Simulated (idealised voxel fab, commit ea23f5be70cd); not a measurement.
process module | voxel transistor to metal
cross-section cut | 205 nm wide | cells 5 nm
A cross-section is a grid of square cells, given in bands from the top down. A band is one or more rows of cells.
Each band's line starts with the height of the band's top and of its bottom, in nm. Then come its materials from left to right, each with its width in nm. One material with "throughout" fills the band from edge to edge. "air" is empty space.
Height 0 is the level under which the wafer as received is all one material. The lowest band goes on downwards, as in "0 down".
A width such as "30 to 40" changes by the same amount from each row of cells to the next, from the band's top row to its bottom row.
"no change" after a step means that no cell of the cross-section changed.
closed voids: empty space of 8 cells or more with no open way to the top, each as width x height at its distance from the left edge, in nm
after a step's settings: what the simulator itself notes on the step
overlay nm, on a step with a mask: how far to the right of its planned place the mask lay; to the left if negative
plan
1 op RECEIVE | material Si
2 op CONFORMAL_DEP | material SiO2 | thk nm 5
3 op CONFORMAL_DEP | material SiN | thk nm 15
4 op MASKED_ETCH | tone cover | mask id ACTIVE | width nm 105 | etch materials SiN | depth nm 15 | overlay nm 0
5 op MASKED_ETCH | tone cover | mask id ACTIVE | width nm 105 | etch materials SiO2 | depth nm 5 | overlay nm 0
6 op MASKED_ETCH | tone cover | mask id ACTIVE | width nm 105 | etch materials Si | depth nm 35 | overlay nm 0
7 op FILL_DEP | material SiO2 | thk nm 15
8 op CMP | height nm 20
9 op SELECTIVE_ETCH | etch materials SiO2 | depth nm 5
10 op STRIP | etch materials SiN
11 op SELECTIVE_ETCH | etch materials SiO2 | depth nm 5
12 op OXIDIZE | depth nm 5
13 op DIRECTIONAL_DEP | material polySi | thk nm 20
14 op DIRECTIONAL_DEP | material SiCN | thk nm 15
15 op DIRECTIONAL_DEP | material aC | thk nm 10
16 op PATTERN | tone cover | mask id GATE | material resist | width nm 15 | thk nm 30 | overlay nm 0
17 op DIRECTIONAL_ETCH | etch materials aC | depth nm 10
18 op STRIP | etch materials resist
19 op DIRECTIONAL_ETCH | etch materials SiCN | depth nm 25
20 op DIRECTIONAL_ETCH | etch materials polySi | depth nm 30
21 op STRIP | etch materials aC
22 op CONFORMAL_DEP | material SiO2 | thk nm 5
23 op DIRECTIONAL_ETCH | etch materials SiO2 | depth nm 5
24 op CONFORMAL_DEP | material SiN | thk nm 5
25 op DIRECTIONAL_ETCH | etch materials SiN | depth nm 5
26 op DIRECTIONAL_ETCH | etch materials SiO2 | depth nm 5
27 op DIRECTIONAL_ETCH | etch materials Si | depth nm 15
28 op EPI | material nSi | thk nm 15
29 op FILL_DEP | material SiO2 | thk nm 5
30 op CMP | height nm 35
31 op DIRECTIONAL_DEP | material SiO2 | thk nm 15
32 op DIRECTIONAL_DEP | material aC | thk nm 15
33 op PATTERN | tone open | mask id CONTACT | material resist | width nm 35 | pitch nm 60 | thk nm 30 | overlay nm 0
34 op DIRECTIONAL_ETCH | etch materials aC | depth nm 15
35 op STRIP | etch materials resist
36 op DIRECTIONAL_ETCH | etch materials SiO2 | depth nm 40
37 op STRIP | etch materials aC
38 op CONFORMAL_DEP | material TiN | thk nm 5
39 op FILL_DEP | material Ru | thk nm 10
40 op CMP | height nm 50
41 op DIRECTIONAL_DEP | material TiN | thk nm 5
42 op DIRECTIONAL_DEP | material W | thk nm 15
43 op PATTERN | tone cover | mask id METAL_1 | material resist | width nm 20 | pitch nm 75 | thk nm 15 | overlay nm 0
44 op DIRECTIONAL_ETCH | etch materials W | depth nm 15
45 op DIRECTIONAL_ETCH | etch materials TiN | depth nm 5
46 op STRIP | etch materials resist
47 op FILL_DEP | material lowk | thk nm 5
48 op CMP | height nm 70
49 op CONFORMAL_DEP | material SiN | thk nm 5
as received, after step 1
  0 down: Si throughout
  closed voids: none
first wafer at the end, as planned
  75 to 70: SiN throughout
  70 to 55: lowk 55 | W 20 | lowk 55 | W 20 | lowk 55
  55 to 50: lowk 55 | TiN 20 | lowk 55 | TiN 20 | lowk 55
  50 to 40: SiO2 55 | TiN 5 | Ru 25 | TiN 5 | SiO2 25 | TiN 5 | Ru 25 | TiN 5 | SiO2 55
  40 to 35: SiO2 55 | TiN 5 | Ru 20 | TiN 10 | SiO2 25 | TiN 10 | Ru 20 | TiN 5 | SiO2 55
  35 to 20: SiO2 55 | TiN 5 | Ru 20 | TiN 5 | SiN 5 | SiO2 5 | SiCN 15 | SiO2 5 | SiN 5 | TiN 5 | Ru 20 | TiN 5 | SiO2 55
  20 to 15: SiO2 55 | TiN 5 | Ru 20 | TiN 5 | SiN 5 | SiO2 5 | polySi 15 | SiO2 5 | SiN 5 | TiN 5 | Ru 20 | TiN 5 | SiO2 55
  15 to 10: SiO2 55 | TiN 30 | SiN 5 | SiO2 5 | polySi 15 | SiO2 5 | SiN 5 | TiN 30 | SiO2 55
  10 to 0: SiO2 50 | SiN 5 | nSi 30 | SiN 5 | SiO2 5 | polySi 15 | SiO2 5 | SiN 5 | nSi 30 | SiN 5 | SiO2 50
  0 to -5: SiO2 55 | nSi 30 | SiO2 35 | nSi 30 | SiO2 55
  -5 to -20: SiO2 50 | Si 5 | nSi 30 | Si 35 | nSi 30 | Si 5 | SiO2 50
  -20 to -35: SiO2 50 | Si 105 | SiO2 50
  -35 down: Si throughout
  closed voids: none
second wafer at the end: like start, like plan, one mistake
  75 to 70: SiN throughout
  70 to 55: lowk 55 | W 20 | lowk 55 | W 20 | lowk 55
  55 to 50: lowk 55 | TiN 20 | lowk 55 | TiN 20 | lowk 55
  50 to 40: SiO2 55 | TiN 5 | Ru 25 | TiN 5 | SiO2 25 | TiN 5 | Ru 25 | TiN 5 | SiO2 55
  40 to 35: SiO2 55 | TiN 5 | Ru 20 | TiN 10 | SiO2 25 | TiN 10 | Ru 20 | TiN 5 | SiO2 55
  35 to 20: SiO2 55 | TiN 5 | Ru 20 | TiN 5 | SiN 5 | SiO2 5 | SiCN 15 | SiO2 5 | SiN 5 | TiN 5 | Ru 20 | TiN 5 | SiO2 55
  20 to 15: SiO2 55 | TiN 5 | Ru 20 | TiN 5 | SiN 5 | SiO2 5 | polySi 15 | SiO2 5 | SiN 5 | TiN 5 | Ru 20 | TiN 5 | SiO2 55
  15 to 10: SiO2 55 | TiN 30 | SiN 5 | SiO2 5 | polySi 15 | SiO2 5 | SiN 5 | TiN 30 | SiO2 55
  10 to 5: SiO2 45 | SiN 5 | SiO2 20 | nSi 15 | SiN 5 | SiO2 5 | polySi 15 | SiO2 5 | SiN 5 | nSi 15 | SiO2 20 | SiN 5 | SiO2 45
  5 to 0: SiO2 45 | SiN 5 | nSi 35 | SiN 5 | SiO2 5 | polySi 15 | SiO2 5 | SiN 5 | nSi 35 | SiN 5 | SiO2 45
  0 to -5: SiO2 50 | nSi 35 | SiO2 35 | nSi 35 | SiO2 50
  -5 to -10: SiO2 55 | nSi 30 | Si 35 | nSi 30 | SiO2 55
  -10 to -20: SiO2 50 | Si 5 | nSi 30 | Si 35 | nSi 30 | Si 5 | SiO2 50
  -20 to -35: SiO2 50 | Si 105 | SiO2 50
  -35 down: Si throughout
  closed voids: none
what went wrong: steps 9 and 10 were swapped
at the end the second wafer has, in cells: 2 fewer of Si | 4 more of SiO2 | 2 fewer of nSi
